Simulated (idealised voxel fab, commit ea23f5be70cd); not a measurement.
This section sets out a process module, namely voxel lift off.
This is section cut - it's 295 nm across, gridded in 5 nm square cells.
Just so we're on the same page, the cross-sections are grids of square cells, and they're listed out in bands top to bottom, each band one or more rows deep.
Each band's line starts with the height of the band's top and of its bottom, in nm. Then come its materials from left to right, each with its width in nm. One material with "throughout" fills the band from edge to edge. "blank" is empty space.
Basically, 0 is our baseline, since under it the wafer straight out of the box is all one material. The bottom band has no lower end and keeps on going down, so it looks like "0..down".
When a width is written as two numbers, as in "30..40", the first number is the width in the top row of cells of the band and the second is the width in its bottom row, and the width changes by the same amount from each row to the next.
Key: "nothing changed" - step with no changed cell in the cross-section.
Empty spaces without an open route to the top, at least 8 cells in extent, make up the entry "Closed internal cavities"; each is given as width x height at distance, where the distance is measured from the left edge, and all are in nm.
On each step's line, the part that comes after the settings is the simulator's own comment on the step.
overlay nm: mask right of planned place by this much (step with mask). Neg. = left.
THE FOLLOWING LIST GIVES THE PLANNED PROCESS STEPS
1) RECEIVE (material Si)
2) CONFORMAL_DEP (material SiN; thk nm 10)
3) PATTERN (tone open; mask id LINES; material resist; width nm 15; pitch nm 50; thk nm 30; overlay nm 0)
4) DIRECTIONAL_DEP (material Ru; thk nm 15)
5) STRIP (etch materials resist)
6) CONFORMAL_DEP (material SiN; thk nm 5)
Split variable: width nm, step 3. Plan value = first wafer. Wafers start alike.
AS-RECEIVED STATE AFTER STEP 1, FIRST OF SEVERAL WAFERS, CROSS-SECTION
  0..down  Si throughout
  Closed internal cavities: none
PER WAFER, END OF MODULE: CELLS GAINED (+) OR LOST (-) PER MATERIAL SINCE RECEIPT, THEN CLOSED VOIDS
width nm 15 | +27 Ru | +195 SiN | Closed internal cavities: none
width nm 20 | +36 Ru | +195 SiN | Closed internal cavities: none
width nm 25 | +45 Ru | +195 SiN | Closed internal cavities: none
width nm 30 | +54 Ru | +195 SiN | Closed internal cavities: none
width nm 35 | +63 Ru | +195 SiN | Closed internal cavities: none
